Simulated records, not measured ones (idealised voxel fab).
process module | voxel trench capacitor
cross-section cut | 275 nm wide | cells 5 nm
A cross-section is a grid of square cells, given in bands from the top down. A band is one or more rows of cells.
Each band's line starts with the height of the band's top and of its bottom, in nm. Then come its materials from left to right, each with its width in nm. One material with "throughout" fills the band from edge to edge. "air" is empty space.
Height 0 is the level under which the wafer as received is all one material. The lowest band goes on downwards, as in "0 down".
A width such as "30 to 40" changes by the same amount from each row of cells to the next, from the band's top row to its bottom row.
"no change" after a step means that no cell of the cross-section changed.
closed voids: empty space of 8 cells or more with no open way to the top, each as width x height at its distance from the left edge, in nm
after a step's settings: what the simulator itself notes on the step
overlay nm, on a step with a mask: how far to the right of its planned place the mask lay; to the left if negative
plan
1 op RECEIVE | material Si
2 op CONFORMAL_DEP | material SiN | thk nm 5
3 op PATTERN | tone open | mask id TRENCH | material resist | width nm 30 | pitch nm 50 | thk nm 15 | overlay nm -15
4 op DIRECTIONAL_ETCH | etch materials SiN | depth nm 5
5 op DIRECTIONAL_ETCH | etch materials Si | depth nm 25
6 op STRIP | etch materials resist
7 op CONFORMAL_DEP | material HfO2 | thk nm 5
8 op CONFORMAL_DEP | material TiN | thk nm 5
9 op FILL_DEP | material W | thk nm 10
10 op CMP | height nm 5
varied across the wafers: overlay nm of step 3. The plan shows the first wafer's value. All wafers start alike
first wafer as received, after step 1
  0 down: Si throughout
  closed voids: none
each wafer at the end: cells of each material gained (+) or lost (-) since it was received, then its closed voids
overlay nm -15 | +32 HfO2 | -60 Si | +43 SiN | +24 TiN | +16 W | closed voids: none
overlay nm -10 | +32 HfO2 | -60 Si | +43 SiN | +24 TiN | +16 W | closed voids: none
overlay nm -5 | +32 HfO2 | -60 Si | +43 SiN | +24 TiN | +16 W | closed voids: none
overlay nm 0 | +32 HfO2 | -60 Si | +43 SiN | +24 TiN | +16 W | closed voids: none
overlay nm 5 | +32 HfO2 | -60 Si | +43 SiN | +24 TiN | +16 W | closed voids: none
overlay nm 10 | +32 HfO2 | -60 Si | +43 SiN | +24 TiN | +16 W | closed voids: none
overlay nm 15 | +32 HfO2 | -60 Si | +43 SiN | +24 TiN | +16 W | closed voids: none
